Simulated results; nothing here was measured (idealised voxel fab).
The following is a process module called voxel transistor to metal.
The cross-section on display is named cut; it measures 295 nm wide, and its cells are 5 nm squares.
A cross-section is written here as square cells arranged in a grid, and it is given in bands from the top down, each band taking up one or more rows of cells. First you get the band's top height and its bottom height, in nm, and then the materials it's made of, left to right, with each width in nm. If you see a single material with "full width", that one covers the band edge to edge. "air" is empty space. Heads up on the height convention: 0 is the point under which the incoming wafer is all one material, and the lowest band has no bottom, it just keeps going down, like "0 -> down". So if you see something like "30 to 40" for the width, read it as the top row of the band sitting at the first number and the bottom row at the second, with every row in between moving by the same amount as the last. Reading "nothing changed" for a step: not a cell of the cross-section changed in it. Under "Closed cavities" you'll find the enclosed gaps, the ones with no way out to the top, that are 8 cells or bigger; each reads width x height at distance, with distance counted from the left edge, everything in nm. after a step's settings: what the simulator itself notes on the step. Steps that use a mask can have "overlay nm" on their line. It says how far the mask sat to the right of where it was meant to be. Negative means to the left.
[plan]
- 1: RECEIVE,material Si
- 2: CONFORMAL_DEP,material SiO2,thk nm 5
- 3: CONFORMAL_DEP,material SiN,thk nm 10
- 4: DIRECTIONAL_DEP,material aC,thk nm 15
- 5: PATTERN,tone cover,mask id ACTIVE,material resist,width nm 115,pitch nm 145,thk nm 30,overlay nm 0
- 6: DIRECTIONAL_ETCH,etch materials aC,depth nm 15
- 7: STRIP,etch materials resist
- 8: DIRECTIONAL_ETCH,etch materials SiN,depth nm 10
- 9: DIRECTIONAL_ETCH,etch materials SiO2,depth nm 5
- 10: DIRECTIONAL_ETCH,etch materials Si,depth nm 30
- 11: STRIP,etch materials aC
- 12: OXIDIZE,depth nm 5
- 13: FILL_DEP,material SiO2,thk nm 5
- 14: CMP,height nm 15
- 15: SELECTIVE_ETCH,etch materials SiO2,depth nm 10
- 16: STRIP,etch materials SiN
- 17: SELECTIVE_ETCH,etch materials SiO2,depth nm 5
- 18: OXIDIZE,depth nm 5
- 19: DIRECTIONAL_DEP,material polySi,thk nm 20
- 20: DIRECTIONAL_DEP,material SiCN,thk nm 10
- 21: DIRECTIONAL_DEP,material aC,thk nm 15
- 22: PATTERN,tone cover,mask id GATE,material resist,width nm 25,pitch nm 145,thk nm 30,overlay nm 0
- 23: DIRECTIONAL_ETCH,etch materials aC,depth nm 15
- 24: STRIP,etch materials resist
- 25: DIRECTIONAL_ETCH,etch materials SiCN,depth nm 20
- 26: DIRECTIONAL_ETCH,etch materials polySi,depth nm 30
- 27: STRIP,etch materials aC
- 28: CONFORMAL_DEP,material SiN,thk nm 5
- 29: DIRECTIONAL_ETCH,etch materials SiN,depth nm 5
- 30: DIRECTIONAL_ETCH,etch materials SiO2,depth nm 5
- 31: DIRECTIONAL_ETCH,etch materials Si,depth nm 5
- 32: EPI,material pSi,thk nm 5
- 33: FILL_DEP,material SiO2,thk nm 5
- 34: CMP,height nm 20
- 35: STRIP,etch materials polySi
- 36: SELECTIVE_ETCH,etch materials SiO2,depth nm 5
- 37: CONFORMAL_DEP,material HfO2,thk nm 5
- 38: CONFORMAL_DEP,material TiN,thk nm 5
- 39: FILL_DEP,material W,thk nm 10
- 40: CMP,height nm 15
- 41: DIRECTIONAL_DEP,material SiO2,thk nm 10
- 42: PATTERN,tone open,mask id CONTACT,material resist,width nm 20,thk nm 15,overlay nm 0
- 43: DIRECTIONAL_ETCH,etch materials SiO2,depth nm 30
- 44: STRIP,etch materials resist
- 45: CONFORMAL_DEP,material TiN,thk nm 5
- 46: FILL_DEP,material W,thk nm 5
- 47: CMP,height nm 25
- 48: CONFORMAL_DEP,material SiN,thk nm 5
- 49: DIRECTIONAL_DEP,material lowk,thk nm 20
- 50: MASKED_ETCH,tone open,mask id METAL_1,width nm 20,etch materials lowk,depth nm 20,overlay nm 0
- 51: MASKED_ETCH,tone open,mask id METAL_1,width nm 20,etch materials SiN,depth nm 5,overlay nm 0
- 52: CONFORMAL_DEP,material TiN,thk nm 5
- 53: FILL_DEP,material Cu,thk nm 5
- 54: CMP,height nm 50
- 55: EPI,material Ru,thk nm 5
- 56: FILL_DEP,material SiCN,thk nm 5
- 57: DIRECTIONAL_DEP,material lowk,thk nm 25
- 58: MASKED_ETCH,tone open,mask id METAL_2_HOLES,width nm 15,pitch nm 145,etch materials lowk,depth nm 25,overlay nm 0
- 59: DIRECTIONAL_DEP,material aC,thk nm 15
- 60: PATTERN,tone open,mask id METAL_2,material resist,width nm 20,pitch nm 145,thk nm 35,overlay nm 0
- 61: DIRECTIONAL_ETCH,etch materials aC,depth nm 15
- 62: STRIP,etch materials resist
- 63: DIRECTIONAL_ETCH,etch materials lowk,depth nm 15
- 64: DIRECTIONAL_ETCH,etch materials SiCN,depth nm 5
- 65: STRIP,etch materials aC
- 66: CONFORMAL_DEP,material TiN,thk nm 5
- 67: FILL_DEP,material Cu,thk nm 10
- 68: CMP,height nm 85
- 69: CONFORMAL_DEP,material SiN,thk nm 5
[Wafer as received: cross-section following step 1]
* 0 -> down | Si full width
* Closed cavities: none
[Here's the cross-section of the first of our two wafers at the end of the module - it ran as planned]
* 90 -> 85 | SiN full width
* 85 -> 75 | lowk: 25  TiN: 5  Cu: 10  TiN: 5  lowk: 125  TiN: 5  Cu: 10  TiN: 5  lowk: 105
* 75 -> 70 | lowk: 25  TiN: 5  Cu: 5  TiN: 10  lowk: 125  TiN: 5  Cu: 5  TiN: 10  lowk: 105
* 70 -> 60 | lowk: 25  TiN: 5  Cu: 5  TiN: 5  lowk: 130  TiN: 5  Cu: 5  TiN: 5  lowk: 110
* 60 -> 55 | SiCN: 25  TiN: 15  SiCN: 130  TiN: 15  SiCN: 110
* 55 -> 50 | SiCN: 20  Ru: 30  SiCN: 45  Ru: 30  SiCN: 40  Ru: 30  SiCN: 45  Ru: 30  SiCN: 25
* 50 -> 30 | lowk: 25  TiN: 5  Cu: 10  TiN: 5  lowk: 55  TiN: 5  Cu: 10  TiN: 5  lowk: 50  TiN: 5  Cu: 10  TiN: 5  lowk: 55  TiN: 5  Cu: 10  TiN: 5  lowk: 30
* 30 -> 25 | SiN: 25  TiN: 20  SiN: 55  TiN: 20  SiN: 50  TiN: 20  SiN: 55  TiN: 20  SiN: 30
* 25 -> 15 | SiO2: 25  TiN: 5  W: 10  TiN: 5  SiO2: 55  TiN: 5  W: 10  TiN: 5  SiO2: 50  TiN: 5  W: 10  TiN: 5  SiO2: 55  TiN: 5  W: 10  TiN: 5  SiO2: 30
* 15 -> 5 | SiO2: 25  TiN: 5  W: 10  TiN: 5  SiO2: 10  SiN: 5  HfO2: 5  TiN: 5  W: 5  TiN: 5  HfO2: 5  SiN: 5  SiO2: 10  TiN: 5  W: 10  TiN: 5  SiO2: 50  TiN: 5  W: 10  TiN: 5  SiO2: 10  SiN: 5  HfO2: 5  TiN: 5  W: 5  TiN: 5  HfO2: 5  SiN: 5  SiO2: 10  TiN: 5  W: 10  TiN: 5  SiO2: 30
* 5 -> 0 | SiO2: 25  TiN: 5  W: 10  TiN: 5  SiO2: 10  SiN: 5  HfO2: 5  TiN: 15  HfO2: 5  SiN: 5  SiO2: 10  TiN: 5  W: 10  TiN: 5  SiO2: 50  TiN: 5  W: 10  TiN: 5  SiO2: 10  SiN: 5  HfO2: 5  TiN: 15  HfO2: 5  SiN: 5  SiO2: 10  TiN: 5  W: 10  TiN: 5  SiO2: 30
* 0 -> -5 | SiO2: 25  TiN: 20  SiO2: 5  pSi: 5  HfO2: 35  pSi: 5  SiO2: 5  TiN: 20  SiO2: 50  TiN: 20  SiO2: 5  pSi: 5  HfO2: 35  pSi: 5  SiO2: 5  TiN: 20  SiO2: 30
* -5 -> -10 | SiO2: 20  pSi: 35  Si: 35  pSi: 35  SiO2: 40  pSi: 35  Si: 35  pSi: 35  SiO2: 25
* -10 -> -35 | SiO2: 20  Si: 105  SiO2: 40  Si: 105  SiO2: 25
* -35 -> down | Si full width
* Closed cavities: none
[Cross-sectional image of the second wafer of the two following completion of the module. Starting state and process plan were the same as for the first wafer; one execution error occurred]
* 90 -> 85 | SiN full width
* 85 -> 75 | lowk: 25  TiN: 5  Cu: 10  TiN: 5  lowk: 125  TiN: 5  Cu: 10  TiN: 5  lowk: 105
* 75 -> 70 | lowk: 25  TiN: 5  Cu: 5  TiN: 10  lowk: 125  TiN: 5  Cu: 5  TiN: 10  lowk: 105
* 70 -> 60 | lowk: 25  TiN: 5  Cu: 5  TiN: 5  lowk: 130  TiN: 5  Cu: 5  TiN: 5  lowk: 110
* 60 -> 55 | SiCN: 25  TiN: 15  SiCN: 130  TiN: 15  SiCN: 110
* 55 -> 50 | SiCN: 20  Ru: 30  SiCN: 45  Ru: 30  SiCN: 40  Ru: 30  SiCN: 45  Ru: 30  SiCN: 25
* 50 -> 30 | lowk: 25  TiN: 5  Cu: 10  TiN: 5  lowk: 55  TiN: 5  Cu: 10  TiN: 5  lowk: 50  TiN: 5  Cu: 10  TiN: 5  lowk: 55  TiN: 5  Cu: 10  TiN: 5  lowk: 30
* 30 -> 25 | SiN: 25  TiN: 20  SiN: 55  TiN: 20  SiN: 50  TiN: 20  SiN: 55  TiN: 20  SiN: 30
* 25 -> 15 | SiO2: 25  TiN: 5  W: 10  TiN: 5  SiO2: 55  TiN: 5  W: 10  TiN: 5  SiO2: 50  TiN: 5  W: 10  TiN: 5  SiO2: 55  TiN: 5  W: 10  TiN: 5  SiO2: 30
* 15 -> 5 | SiO2: 25  TiN: 5  W: 10  TiN: 5  SiO2: 10  SiN: 5  HfO2: 5  TiN: 5  W: 5  TiN: 5  HfO2: 5  SiN: 5  SiO2: 10  TiN: 5  W: 10  TiN: 5  SiO2: 50  TiN: 5  W: 10  TiN: 5  SiO2: 10  SiN: 5  HfO2: 5  TiN: 5  W: 5  TiN: 5  HfO2: 5  SiN: 5  SiO2: 10  TiN: 5  W: 10  TiN: 5  SiO2: 30
* 5 -> 0 | SiO2: 25  TiN: 5  W: 10  TiN: 5  SiO2: 10  SiN: 5  HfO2: 5  TiN: 15  HfO2: 5  SiN: 5  SiO2: 10  TiN: 5  W: 10  TiN: 5  SiO2: 50  TiN: 5  W: 10  TiN: 5  SiO2: 10  SiN: 5  HfO2: 5  TiN: 15  HfO2: 5  SiN: 5  SiO2: 10  TiN: 5  W: 10  TiN: 5  SiO2: 30
* 0 -> -5 | SiO2: 25  TiN: 20  SiO2: 5  pSi: 5  HfO2: 35  pSi: 5  SiO2: 5  TiN: 20  SiO2: 50  TiN: 20  SiO2: 5  pSi: 5  HfO2: 35  pSi: 5  SiO2: 5  TiN: 20  SiO2: 30
* -5 -> -10 | SiO2: 20  pSi: 35  Si: 35  pSi: 35  SiO2: 40  pSi: 35  Si: 35  pSi: 35  SiO2: 25
* -10 -> -45 | SiO2: 20  Si: 105  SiO2: 40  Si: 105  SiO2: 25
* -45 -> down | Si full width
* Closed cavities: none
So what did we get wrong on this run? step 10 was not run as planned; what actually ran was DIRECTIONAL_ETCH,etch materials Si,depth nm 40
Count the cells at the end and the second wafer has more or fewer of some materials than the first: Si -34; SiO2 +34
